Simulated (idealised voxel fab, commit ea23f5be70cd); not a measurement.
You're looking at the process module voxel wiring stack.
Section shown: cut. Width: 190 nm. Cell size: 5 nm, square.
Cross-section format: a grid of square cells, given as bands from top to bottom; each band is one or more rows of cells.
What a band's entry tells you: where the top is and where the bottom is, as heights in nm, and after that what lies inside, material by material from left to right, each with its width in nm. Empty space is written as the word "blank", and a single material marked with the word "edge to edge" occupies the band from edge to edge.
Height 0 is the level under which the wafer as received is all one material. The lowest band goes on downwards, as in "0 down".
With a width like "30 to 40", each row of cells in the band differs from the next by the same amount, the top row carrying the first number and the bottom row the second.
For the purposes of this document, the phrase "nothing was modified" attached to a step denotes that no cell within the cross-section was modified by that step.
"Unvented voids" lists enclosed empty spaces (at least 8 cells, no open path upward to the top), each as width x height at distance from the left edge, in nm.
The remark found on a step's line after its settings is issued by the simulator itself and pertains to that step.
The line of a step may include "overlay nm". On a step with a mask, this value is how far to the right of its planned place the mask lay. A negative value means the mask lay to the left.
BELOW IS THE LIST OF PLANNED PROCESS STEPS
1: RECEIVE [material Si]
2: CONFORMAL_DEP [material SiO2] [thk nm 10]
3: CONFORMAL_DEP [material SiN] [thk nm 5]
4: DIRECTIONAL_DEP [material lowk] [thk nm 15]
5: DIRECTIONAL_DEP [material aC] [thk nm 10]
6: PATTERN [tone open] [mask id METAL_1] [material resist] [width nm 25] [pitch nm 50] [thk nm 30] [overlay nm 0]
7: DIRECTIONAL_ETCH [etch materials aC] [depth nm 10]
8: STRIP [etch materials resist]
9: DIRECTIONAL_ETCH [etch materials lowk] [depth nm 15]
10: DIRECTIONAL_ETCH [etch materials SiN] [depth nm 5]
11: STRIP [etch materials aC]
12: CONFORMAL_DEP [material TiN] [thk nm 5]
13: FILL_DEP [material Cu] [thk nm 5]
14: CMP [height nm 30]
15: EPI [material Ru] [thk nm 5]
16: FILL_DEP [material SiCN] [thk nm 5]
17: DIRECTIONAL_DEP [material SiO2] [thk nm 25]
18: DIRECTIONAL_DEP [material aC] [thk nm 15]
19: PATTERN [tone open] [mask id METAL_2] [material resist] [width nm 25] [pitch nm 50] [thk nm 30] [overlay nm 0]
20: DIRECTIONAL_ETCH [etch materials aC] [depth nm 15]
21: STRIP [etch materials resist]
22: DIRECTIONAL_ETCH [etch materials SiO2] [depth nm 15]
23: STRIP [etch materials aC]
24: MASKED_ETCH [tone open] [mask id METAL_2_HOLES] [width nm 15] [etch materials SiO2] [depth nm 10] [overlay nm 0]
25: MASKED_ETCH [tone open] [mask id METAL_2_HOLES] [width nm 15] [etch materials SiCN] [depth nm 5] [overlay nm 0]
26: CONFORMAL_DEP [material TiN] [thk nm 5]
27: FILL_DEP [material Cu] [thk nm 5]
28: CMP [height nm 65]
29: CONFORMAL_DEP [material SiCN] [thk nm 5]
CROSS-SECTION OF THE INCOMING WAFER, STATE AFTER STEP 1
  0 down: Si edge to edge
  Unvented voids: none
BELOW IS THE WAFER IN CROSS-SECTION AFTER THE MODULE WAS COMPLETED. IT BEGAN FROM THE STARTING POINT SHOWN ABOVE AND FOLLOWED THE PLAN SHOWN ABOVE, EXCEPT THAT ONE MISTAKE WAS MADE WHILE RUNNING IT
  70 to 65: SiCN edge to edge
  65 to 60: 55 of SiO2, then 5 of TiN, then 5 of Cu, then 15 of TiN, then 25 of SiO2, then 25 of TiN, then 60 of SiO2
  60 to 50: 55 of SiO2, then 5 of TiN, then 5 of Cu, then 5 of TiN, then 120 of SiO2
  50 to 45: 55 of SiCN, then 15 of TiN, then 120 of SiCN
  45 to 35: SiCN edge to edge
  35 to 30: 50 of SiCN, then 35 of Ru, then 15 of SiCN, then 35 of Ru, then 55 of SiCN
  30 to 15: 55 of lowk, then 5 of TiN, then 15 of Cu, then 5 of TiN, then 25 of lowk, then 5 of TiN, then 15 of Cu, then 5 of TiN, then 60 of lowk
  15 to 10: 55 of SiN, then 25 of TiN, then 25 of SiN, then 25 of TiN, then 60 of SiN
  10 to 0: SiO2 edge to edge
  0 down: Si edge to edge
  Unvented voids: none
Want to know what went wrong? note that step 16 departed from the planned setting and was carried out as FILL_DEP [material SiCN] [thk nm 15]
